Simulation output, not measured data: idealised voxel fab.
process module | voxel tone inversion
cross-section cut | 210 nm wide | cells 5 nm
A cross-section is a grid of square cells, given in bands from the top down. A band is one or more rows of cells.
Each band's line starts with the height of the band's top and of its bottom, in nm. Then come its materials from left to right, each with its width in nm. One material with "throughout" fills the band from edge to edge. "air" is empty space.
Height 0 is the level under which the wafer as received is all one material. The lowest band goes on downwards, as in "0 down".
A width such as "30 to 40" changes by the same amount from each row of cells to the next, from the band's top row to its bottom row.
"no change" after a step means that no cell of the cross-section changed.
closed voids: empty space of 8 cells or more with no open way to the top, each as width x height at its distance from the left edge, in nm
after a step's settings: what the simulator itself notes on the step
overlay nm, on a step with a mask: how far to the right of its planned place the mask lay; to the left if negative
plan
1 op RECEIVE | material Si
2 op CONFORMAL_DEP | material SiN | thk nm 10
3 op DIRECTIONAL_DEP | material polySi | thk nm 20
4 op PATTERN | tone cover | mask id POSTS | material resist | width nm 15 | pitch nm 35 | thk nm 30 | overlay nm -15
5 op DIRECTIONAL_ETCH | etch materials polySi | depth nm 20
6 op STRIP | etch materials resist
7 op FILL_DEP | material SiO2 | thk nm 5
8 op CMP | height nm 30
9 op STRIP | etch materials polySi
varied across the wafers: overlay nm of step 4. The plan shows the first wafer's value. All wafers start alike
first wafer as received, after step 1
  0 down: Si throughout
  closed voids: none
first wafer at the end, after step 9
  30 to 10: SiO2 45 | air 15 | SiO2 20 | air 15 | SiO2 20 | air 15 | SiO2 80
  10 to 0: SiN throughout
  0 down: Si throughout
  closed voids: none
last wafer at the end
  30 to 10: SiO2 75 | air 15 | SiO2 20 | air 15 | SiO2 20 | air 15 | SiO2 50
  10 to 0: SiN throughout
  0 down: Si throughout
  closed voids: none
each wafer at the end: cells of each material gained (+) or lost (-) since it was received, then its closed voids
overlay nm -15 | +84 SiN | +132 SiO2 | closed voids: none
overlay nm -10 | +84 SiN | +132 SiO2 | closed voids: none
overlay nm -5 | +84 SiN | +132 SiO2 | closed voids: none
overlay nm 0 | +84 SiN | +132 SiO2 | closed voids: none
overlay nm 5 | +84 SiN | +132 SiO2 | closed voids: none
overlay nm 10 | +84 SiN | +132 SiO2 | closed voids: none
overlay nm 15 | +84 SiN | +132 SiO2 | closed voids: none
